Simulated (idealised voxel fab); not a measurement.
This section sets out a process module, namely voxel transistor to metal.
cross-section cut | 160 nm wide | cells 5 nm
Just so we're on the same page, the cross-sections are grids of square cells, and they're listed out in bands top to bottom, each band one or more rows deep.
Each band's line starts with the height of the band's top and of its bottom, in nm. Then come its materials from left to right, each with its width in nm. One material with "full width" fills the band from edge to edge. "empty" is empty space.
Convention: height 0 is the level below which the wafer, as received, is all one material. The lowest band does not terminate at the bottom but continues downward, represented as "0 and below".
Width "30->40": first value at the band's top row of cells, second value at its bottom row, equal change from row to row.
You'll sometimes find "nothing changed" written for a step, and that's the way of saying that nowhere in the cross-section did a cell change during that step.
What "Enclosed cavity list" gives you is every empty space of 8 cells or more that is cut off from the top. Each appears as width x height at distance, with the distance taken from the left edge and width, height and distance all in nm.
It should be noted that, on the line of a given step, the content following the step's settings is a remark produced by the simulator itself with respect to that step.
overlay nm, on a step with a mask: how far to the right of its planned place the mask lay; to the left if negative
**This section lists the process steps that were planned**
step 1: RECEIVE: material Si
step 2: CONFORMAL_DEP: material SiO2, thk nm 5
step 3: CONFORMAL_DEP: material SiN, thk nm 10
step 4: MASKED_ETCH: tone cover, mask id ACTIVE, width nm 110, etch materials SiN, depth nm 10, overlay nm 0
step 5: MASKED_ETCH: tone cover, mask id ACTIVE, width nm 110, etch materials SiO2, depth nm 5, overlay nm 0
step 6: MASKED_ETCH: tone cover, mask id ACTIVE, width nm 110, etch materials Si, depth nm 35, overlay nm 0
step 7: OXIDIZE: depth nm 5
step 8: FILL_DEP: material SiO2, thk nm 5
step 9: CMP: height nm 15
step 10: SELECTIVE_ETCH: etch materials SiO2, depth nm 10
step 11: STRIP: etch materials SiN
step 12: SELECTIVE_ETCH: etch materials SiO2, depth nm 5
step 13: OXIDIZE: depth nm 5
step 14: DIRECTIONAL_DEP: material polySi, thk nm 20
step 15: DIRECTIONAL_DEP: material SiCN, thk nm 10
step 16: MASKED_ETCH: tone cover, mask id GATE, width nm 15, etch materials SiCN, depth nm 20, overlay nm 0
step 17: MASKED_ETCH: tone cover, mask id GATE, width nm 20, etch materials polySi, depth nm 30, overlay nm 0
step 18: CONFORMAL_DEP: material SiN, thk nm 10
step 19: DIRECTIONAL_ETCH: etch materials SiN, depth nm 10
step 20: DIRECTIONAL_ETCH: etch materials SiO2, depth nm 5
step 21: DIRECTIONAL_ETCH: etch materials Si, depth nm 10
step 22: EPI: material nSi, thk nm 10
step 23: FILL_DEP: material SiO2, thk nm 10
step 24: CMP: height nm 30
step 25: DIRECTIONAL_DEP: material SiO2, thk nm 15
step 26: MASKED_ETCH: tone open, mask id CONTACT, width nm 30, pitch nm 60, etch materials SiO2, depth nm 50, overlay nm 0
step 27: CONFORMAL_DEP: material TiN, thk nm 5
step 28: FILL_DEP: material W, thk nm 10
step 29: CMP: height nm 45
step 30: DIRECTIONAL_DEP: material TiN, thk nm 5
step 31: DIRECTIONAL_DEP: material W, thk nm 25
step 32: PATTERN: tone cover, mask id METAL_1, material resist, width nm 20, pitch nm 70, thk nm 15, overlay nm 0
step 33: DIRECTIONAL_ETCH: etch materials W, depth nm 25
step 34: DIRECTIONAL_ETCH: etch materials TiN, depth nm 5
step 35: STRIP: etch materials resist
step 36: CONFORMAL_DEP: material SiCN, thk nm 5
step 37: FILL_DEP: material SiO2, thk nm 5
step 38: CMP: height nm 75
step 39: CONFORMAL_DEP: material SiCN, thk nm 5
The width nm used in step 16 is not the same on every wafer, whereas the starting condition is; the value printed in the plan is the first wafer's.
**Cross-sectional view of the first of several wafers in the as-received condition, corresponding to the state following step 1**
> 0 and below = Si full width
> Enclosed cavity list: none
**The table below has one row for each wafer; a row shows, as of the end of the module, how many cells of each material the wafer has gained, marked (+), or lost, marked (-), since it was received, and then the wafer's closed voids**
width nm 15, -140 Si, +82 SiCN, +24 SiN, +350 SiO2, +56 TiN, +92 W, +32 nSi, +16 polySi, Enclosed cavity list: none
width nm 20, -140 Si, +84 SiCN, +24 SiN, +350 SiO2, +56 TiN, +90 W, +32 nSi, +16 polySi, Enclosed cavity list: none
width nm 25, -138 Si, +86 SiCN, +24 SiN, +351 SiO2, +56 TiN, +83 W, +30 nSi, +20 polySi, Enclosed cavity list: none
width nm 30, -136 Si, +88 SiCN, +24 SiN, +352 SiO2, +56 TiN, +76 W, +28 nSi, +24 polySi, Enclosed cavity list: none
width nm 35, -134 Si, +90 SiCN, +24 SiN, +353 SiO2, +54 TiN, +71 W, +26 nSi, +28 polySi, Enclosed cavity list: none
